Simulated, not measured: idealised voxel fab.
This section sets out a process module, namely voxel gate over fins.
Section cut is 190 nm wide and gridded with 5 nm square cells.
Just so we're on the same page, the cross-sections are grids of square cells, and they're listed out in bands top to bottom, each band one or more rows deep.
This entry defines a band. It first specifies the height of the band's top and the height of its bottom in nm, and then specifies the band's materials from left to right, stating each material with its width in nm. The word "edge to edge" identifies a single material that fills the band from edge to edge, while the word "blank" identifies empty space.
Heads up on the height convention: 0 is the point under which the incoming wafer is all one material, and the lowest band has no bottom, it just keeps going down, like "0 nm and below".
The width entry "30->40" should be interpreted row by row: the top row of cells in the band takes the first number, the bottom row takes the second number, and the change between adjacent rows is uniform throughout.
Basically "remains unaltered" means that step didn't change any cell in the cross-section.
Enclosed voids (no open way to top), threshold 8 cells or more, entry "Closed cavities", notation width x height at distance, distance from left edge, nm.
Note: text after step settings on the step line = simulator remark on that step.
"overlay nm", when on a step's line for a step with a mask, measures how far to the right of its planned place the mask lay; a negative measure means to the left.
### plan
1: RECEIVE: material Si
2: CONFORMAL_DEP: material SiN, thk nm 10
3: MASKED_ETCH: tone cover, mask id FINS, width nm 15, pitch nm 50, etch materials SiN, depth nm 10, overlay nm 0
4: MASKED_ETCH: tone cover, mask id FINS, width nm 15, pitch nm 50, etch materials Si, depth nm 35, overlay nm 0
5: OXIDIZE: depth nm 5
6: FILL_DEP: material SiO2, thk nm 15
7: CMP: height nm 10
8: PATTERN: tone open, mask id RAIL, material resist, width nm 15, thk nm 15, overlay nm 0
9: DIRECTIONAL_ETCH: etch materials SiO2, depth nm 40
10: STRIP: etch materials resist
11: CONFORMAL_DEP: material TiN, thk nm 5
12: FILL_DEP: material Ru, thk nm 10
13: CMP: height nm 10
14: SELECTIVE_ETCH: etch materials W Ru TiN, depth nm 30
15: FILL_DEP: material SiO2, thk nm 5
16: CMP: height nm 10
17: SELECTIVE_ETCH: etch materials SiO2, depth nm 25
18: STRIP: etch materials SiN
19: CONFORMAL_DEP: material HfO2, thk nm 5
20: CONFORMAL_DEP: material TiN, thk nm 5
21: CONFORMAL_DEP: material TiAl, thk nm 5
22: CONFORMAL_DEP: material TiN, thk nm 5
23: FILL_DEP: material W, thk nm 10
24: CMP: height nm 25
25: CONFORMAL_DEP: material SiN, thk nm 5
Don't read the plan's width nm for step 4 as applying to every wafer: that's the first wafer's value, and the wafers differ in it, though they all start identical.
### First wafer of several, as received: cross-section after step 1
	0 nm and below = Si edge to edge
	Closed cavities: none
### So in this table every wafer gets its own row, and what you see is where it stands at the end of the module: for each material, how many cells it picked up (+) or gave up (-) since we received it, and after that its closed voids
width nm 15; +50 HfO2; +1 Ru; -288 Si; +38 SiN; +174 SiO2; +50 TiAl; +105 TiN; +98 W; Closed cavities: none
width nm 20; +50 HfO2; +1 Ru; -274 Si; +38 SiN; +164 SiO2; +50 TiAl; +105 TiN; +94 W; Closed cavities: none
width nm 25; +50 HfO2; +1 Ru; -260 Si; +38 SiN; +154 SiO2; +50 TiAl; +103 TiN; +92 W; Closed cavities: none
width nm 30; +50 HfO2; +1 Ru; -246 Si; +38 SiN; +144 SiO2; +50 TiAl; +101 TiN; +90 W; Closed cavities: none
